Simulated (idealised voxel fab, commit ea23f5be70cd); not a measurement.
Presented below is a process module, voxel ribs on slabs.
Pictured: cross-section cut, 225 nm wide, on a grid of 5 nm square cells.
Each cross-section below is a grid of square cells, stated as bands in top-down order, with one or more rows of cells making up each band. Heights first: top, then bottom, in nm. Then materials, left to right, each with a width in nm. "full width" on a single material: fills the band edge to edge. "blank": empty space. Heights are measured from 0, the level below which the as-received wafer is all one material; the lowest band has no bottom and continues downward, written as in "from 0 down". The width entry "30->40" should be interpreted row by row: the top row of cells in the band takes the first number, the bottom row takes the second number, and the change between adjacent rows is uniform throughout. You'll sometimes find "remained unchanged" written for a step, and that's the way of saying that nowhere in the cross-section did a cell change during that step. Heads up: "Voids lacking openings" only lists the empty pockets with no open path to the top that are 8 cells or more, and it writes them as width x height at distance, distance from the left edge, in nm. Past the settings on a step's line: simulator remark, on that step. "overlay nm" on a masked step: distance the mask lay right of its planned place, negative for left.
# This section lists the process steps that were planned
| 1 | op RECEIVE | material Si |
| 2 | op DIRECTIONAL_DEP | material SiO2 | thk nm 25 |
| 3 | op DIRECTIONAL_DEP | material polySi | thk nm 20 |
| 4 | op PATTERN | tone cover | mask id RIB | material resist | width nm 15 | thk nm 20 | overlay nm 0 |
| 5 | op DIRECTIONAL_ETCH | etch materials polySi | depth nm 15 |
| 6 | op STRIP | etch materials resist |
| 7 | op MASKED_ETCH | tone cover | mask id SLAB | width nm 65 | etch materials polySi | depth nm 5 | overlay nm -15 |
| 8 | op FILL_DEP | material SiO2 | thk nm 20 |
| 9 | op CMP | height nm 55 |
| 10 | op DIRECTIONAL_DEP | material W | thk nm 10 |
| 11 | op PATTERN | tone cover | mask id HEATER | material resist | width nm 25 | thk nm 15 | overlay nm 0 |
| 12 | op DIRECTIONAL_ETCH | etch materials W | depth nm 10 |
| 13 | op STRIP | etch materials resist |
| 14 | op CONFORMAL_DEP | material SiN | thk nm 10 |
Where the wafers of this document differ is in the overlay nm of step 7; they start out the same, and the plan states the value that applied to the first wafer.
# Step 1 complete: as-received cross-section of the first of several wafers
	from 0 down | Si full width
	Voids lacking openings: none
# End of module: cross-section of the first of several wafers after step 14, the last step
	from 75 to 65 | 90 of blank; 45 of SiN; 90 of blank
	from 65 to 55 | 100 of SiN; 25 of W; 100 of SiN
	from 55 to 45 | SiO2 full width
	from 45 to 30 | 105 of SiO2; 15 of polySi; 105 of SiO2
	from 30 to 25 | 65 of SiO2; 65 of polySi; 95 of SiO2
	from 25 to 0 | SiO2 full width
	from 0 down | Si full width
	Voids lacking openings: none
# Sectional view of the last wafer upon completion of the module
	from 75 to 65 | 90 of blank; 45 of SiN; 90 of blank
	from 65 to 55 | 100 of SiN; 25 of W; 100 of SiN
	from 55 to 45 | SiO2 full width
	from 45 to 30 | 105 of SiO2; 15 of polySi; 105 of SiO2
	from 30 to 25 | 95 of SiO2; 65 of polySi; 65 of SiO2
	from 25 to 0 | SiO2 full width
	from 0 down | Si full width
	Voids lacking openings: none
# What follows is a table in which each wafer occupies a row; for the wafer as it stands at the close of the module, the row states, material by material, how many cells have been gained (+) or lost (-) since receipt, and then gives its closed voids
overlay nm -15; +98 SiN; +473 SiO2; +10 W; +22 polySi; Voids lacking openings: none
overlay nm -10; +98 SiN; +473 SiO2; +10 W; +22 polySi; Voids lacking openings: none
overlay nm -5; +98 SiN; +473 SiO2; +10 W; +22 polySi; Voids lacking openings: none
overlay nm 0; +98 SiN; +473 SiO2; +10 W; +22 polySi; Voids lacking openings: none
overlay nm 5; +98 SiN; +473 SiO2; +10 W; +22 polySi; Voids lacking openings: none
overlay nm 10; +98 SiN; +473 SiO2; +10 W; +22 polySi; Voids lacking openings: none
overlay nm 15; +98 SiN; +473 SiO2; +10 W; +22 polySi; Voids lacking openings: none
